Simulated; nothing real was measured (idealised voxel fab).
The name of this process module is voxel transistor to metal.
Cross-sectional view cut (width: 300 nm; square cell size: 5 nm).
Cross-section = grid of square cells, listed top down in bands; band = one or more rows.
Basically the band line says how high the top is and how high the bottom is, in nm, and then what's in it from left to right, every material with its width in nm. Empty space shows up as "blank", and if a single material carries "everywhere" it runs the full band edge to edge.
Height is counted from the level 0, under which the received wafer is composed throughout of one material. The lowest of the bands is not closed at the bottom but continues downward, in the notation "0 down".
Graded width ("30..40"): value in top row of band = first number; value in bottom row = second number; row-to-row change constant.
Key: "no alterations made" - step with no changed cell in the cross-section.
Empty spaces counting at least 8 cells and having no open way to the top are listed in "Sealed voids". The notation width x height at distance is used for each, the distance being from the left edge and all three values in nm.
It should be noted that, on the line of a given step, the content following the step's settings is a remark produced by the simulator itself with respect to that step.
overlay nm: where the mask lay relative to plan, measured to the right, on steps with a mask; negatives go left.

BELOW IS THE LIST OF PLANNED PROCESS STEPS
1: RECEIVE | material Si
2: OXIDIZE | depth nm 5
3: CONFORMAL_DEP | material SiN | thk nm 10
4: MASKED_ETCH | tone cover | mask id ACTIVE | width nm 105 | pitch nm 130 | etch materials SiN | depth nm 10 | overlay nm 0
5: MASKED_ETCH | tone cover | mask id ACTIVE | width nm 105 | pitch nm 130 | etch materials SiO2 | depth nm 5 | overlay nm 0
6: MASKED_ETCH | tone cover | mask id ACTIVE | width nm 105 | pitch nm 130 | etch materials Si | depth nm 30 | overlay nm 0
7: FILL_DEP | material SiO2 | thk nm 15
8: CMP | height nm 10
9: SELECTIVE_ETCH | etch materials SiO2 | depth nm 5
10: STRIP | etch materials SiN
11: SELECTIVE_ETCH | etch materials SiO2 | depth nm 5
12: OXIDIZE | depth nm 5
13: DIRECTIONAL_DEP | material polySi | thk nm 30
14: DIRECTIONAL_DEP | material SiCN | thk nm 15
15: MASKED_ETCH | tone cover | mask id GATE | width nm 15 | pitch nm 130 | etch materials SiCN | depth nm 25 | overlay nm 0
16: MASKED_ETCH | tone cover | mask id GATE | width nm 15 | pitch nm 130 | etch materials polySi | depth nm 40 | overlay nm 0
17: CONFORMAL_DEP | material SiN | thk nm 10
18: DIRECTIONAL_ETCH | etch materials SiN | depth nm 10
19: DIRECTIONAL_ETCH | etch materials SiO2 | depth nm 5
20: EPI | material SiGe | thk nm 5
21: FILL_DEP | material SiO2 | thk nm 5
22: CMP | height nm 40
23: DIRECTIONAL_DEP | material SiO2 | thk nm 10
24: DIRECTIONAL_DEP | material aC | thk nm 10
25: PATTERN | tone open | mask id CONTACT | material resist | width nm 30 | thk nm 25 | overlay nm 0
26: DIRECTIONAL_ETCH | etch materials aC | depth nm 10
27: STRIP | etch materials resist
28: DIRECTIONAL_ETCH | etch materials SiO2 | depth nm 55
29: STRIP | etch materials aC
30: CONFORMAL_DEP | material TiN | thk nm 5
31: FILL_DEP | material W | thk nm 5
32: CMP | height nm 50
33: CONFORMAL_DEP | material SiN | thk nm 5
34: DIRECTIONAL_DEP | material lowk | thk nm 25
35: DIRECTIONAL_DEP | material aC | thk nm 15
36: PATTERN | tone open | mask id METAL_1 | material resist | width nm 20 | pitch nm 65 | thk nm 35 | overlay nm 0
37: DIRECTIONAL_ETCH | etch materials aC | depth nm 15
38: STRIP | etch materials resist
39: DIRECTIONAL_ETCH | etch materials lowk | depth nm 25
40: DIRECTIONAL_ETCH | etch materials SiN | depth nm 5
41: STRIP | etch materials aC
42: CONFORMAL_DEP | material TiN | thk nm 5
43: FILL_DEP | material Ru | thk nm 10
44: CMP | height nm 80
45: EPI | material Ru | thk nm 5
46: FILL_DEP | material SiCN | thk nm 5

DELIVERED WAFER IN CROSS-SECTION: STATE AFTER STEP 1
> 0 down | Si everywhere
> Sealed voids: none

CROSS-SECTIONAL IMAGE OF THE FIRST OF TWO WAFERS AT THE END OF THE MODULE, THE RUN HAVING PROCEEDED AS PLANNED
> 90 to 85 | SiCN everywhere
> 85 to 80 | SiCN: 35, then Ru: 30, then SiCN: 35, then Ru: 30, then SiCN: 35, then Ru: 30, then SiCN: 35, then Ru: 30, then SiCN: 40
> 80 to 55 | lowk: 40, then TiN: 5, then Ru: 10, then TiN: 5, then lowk: 45, then TiN: 5, then Ru: 10, then TiN: 5, then lowk: 45, then TiN: 5, then Ru: 10, then TiN: 5, then lowk: 45, then TiN: 5, then Ru: 10, then TiN: 5, then lowk: 45
> 55 to 50 | SiN: 40, then TiN: 20, then SiN: 45, then TiN: 20, then SiN: 45, then TiN: 20, then SiN: 45, then TiN: 20, then SiN: 45
> 50 to 40 | SiO2: 40, then TiN: 5, then W: 20..15, then TiN: 5..10, then SiO2: 25, then TiN: 5..10, then W: 20..15, then TiN: 5, then SiO2: 45, then TiN: 5, then W: 20..15, then TiN: 5..10, then SiO2: 25, then TiN: 5..10, then W: 20..15, then TiN: 5, then SiO2: 45
> 40 to 25 | SiO2: 40, then TiN: 5, then W: 15, then TiN: 5, then SiN: 10, then SiCN: 15, then SiN: 10, then TiN: 5, then W: 15, then TiN: 5, then SiO2: 45, then TiN: 5, then W: 15, then TiN: 5, then SiN: 10, then SiCN: 15, then SiN: 10, then TiN: 5, then W: 15, then TiN: 5, then SiO2: 45
> 25 to 0 | SiO2: 40, then TiN: 5, then W: 15, then TiN: 5, then SiN: 10, then polySi: 15, then SiN: 10, then TiN: 5, then W: 15, then TiN: 5, then SiO2: 45, then TiN: 5, then W: 15, then TiN: 5, then SiN: 10, then polySi: 15, then SiN: 10, then TiN: 5, then W: 15, then TiN: 5, then SiO2: 45
> 0 to -5 | SiO2: 25, then SiN: 10, then SiO2: 5, then TiN: 25, then SiN: 10, then polySi: 15, then SiN: 10, then TiN: 25, then SiO2: 5, then SiN: 10, then SiO2: 15, then SiN: 10, then SiO2: 5, then TiN: 25, then SiN: 10, then polySi: 15, then SiN: 10, then TiN: 25, then SiO2: 5, then SiN: 10, then SiO2: 30
> -5 to -10 | SiO2: 35, then SiGe: 30, then SiO2: 35, then SiGe: 30, then SiO2: 35, then SiGe: 30, then SiO2: 35, then SiGe: 30, then SiO2: 40
> -10 to -35 | SiO2: 30, then Si: 105, then SiO2: 25, then Si: 105, then SiO2: 35
> -35 down | Si everywhere
> Sealed voids: none

CROSS-SECTION OF THE LATTER OF THE TWO WAFERS AT MODULE COMPLETION. IT HAD AN IDENTICAL START AND AN IDENTICAL PLAN TO THE FORMER; IN RUNNING IT, ONE MISTAKE WAS MADE
> 90 to 85 | SiCN everywhere
> 85 to 80 | SiCN: 35, then Ru: 30, then SiCN: 35, then Ru: 30, then SiCN: 35, then Ru: 30, then SiCN: 35, then Ru: 30, then SiCN: 40
> 80 to 55 | lowk: 40, then TiN: 5, then Ru: 10, then TiN: 5, then lowk: 45, then TiN: 5, then Ru: 10, then TiN: 5, then lowk: 45, then TiN: 5, then Ru: 10, then TiN: 5, then lowk: 45, then TiN: 5, then Ru: 10, then TiN: 5, then lowk: 45
> 55 to 50 | SiN: 40, then TiN: 20, then SiN: 45, then TiN: 20, then SiN: 45, then TiN: 20, then SiN: 45, then TiN: 20, then SiN: 45
> 50 to 40 | SiO2: 40, then TiN: 5, then W: 20..15, then TiN: 5..10, then SiO2: 25, then TiN: 5..10, then W: 20..15, then TiN: 5, then SiO2: 45, then TiN: 5, then W: 20..15, then TiN: 5..10, then SiO2: 25, then TiN: 5..10, then W: 20..15, then TiN: 5, then SiO2: 45
> 40 to 25 | SiO2: 40, then TiN: 5, then W: 15, then TiN: 5, then SiN: 10, then SiCN: 15, then SiN: 10, then TiN: 5, then W: 15, then TiN: 5, then SiO2: 45, then TiN: 5, then W: 15, then TiN: 5, then SiN: 10, then SiCN: 15, then SiN: 10, then TiN: 5, then W: 15, then TiN: 5, then SiO2: 45
> 25 to 0 | SiO2: 40, then TiN: 5, then W: 15, then TiN: 5, then SiN: 10, then polySi: 15, then SiN: 10, then TiN: 5, then W: 15, then TiN: 5, then SiO2: 45, then TiN: 5, then W: 15, then TiN: 5, then SiN: 10, then polySi: 15, then SiN: 10, then TiN: 5, then W: 15, then TiN: 5, then SiO2: 45
> 0 to -5 | SiO2: 25, then SiN: 10, then SiO2: 5, then TiN: 25, then SiN: 10, then polySi: 15, then SiN: 10, then TiN: 25, then SiO2: 5, then SiN: 10, then SiO2: 15, then SiN: 10, then SiO2: 5, then TiN: 25, then SiN: 10, then polySi: 15, then SiN: 10, then TiN: 25, then SiO2: 5, then SiN: 10, then SiO2: 30
> -5 to -10 | SiO2: 35, then SiGe: 30, then SiO2: 35, then SiGe: 30, then SiO2: 35, then SiGe: 30, then SiO2: 35, then SiGe: 30, then SiO2: 40
> -10 to -65 | SiO2: 30, then Si: 105, then SiO2: 25, then Si: 105, then SiO2: 35
> -65 down | Si everywhere
> Sealed voids: none
In executing the process, a mistake was made relative to the plan: step 6 of the plan was carried out twice
Per the end-of-run cell counts, the second wafer holds more or fewer of some materials than the first: -108 Si, +108 SiO2
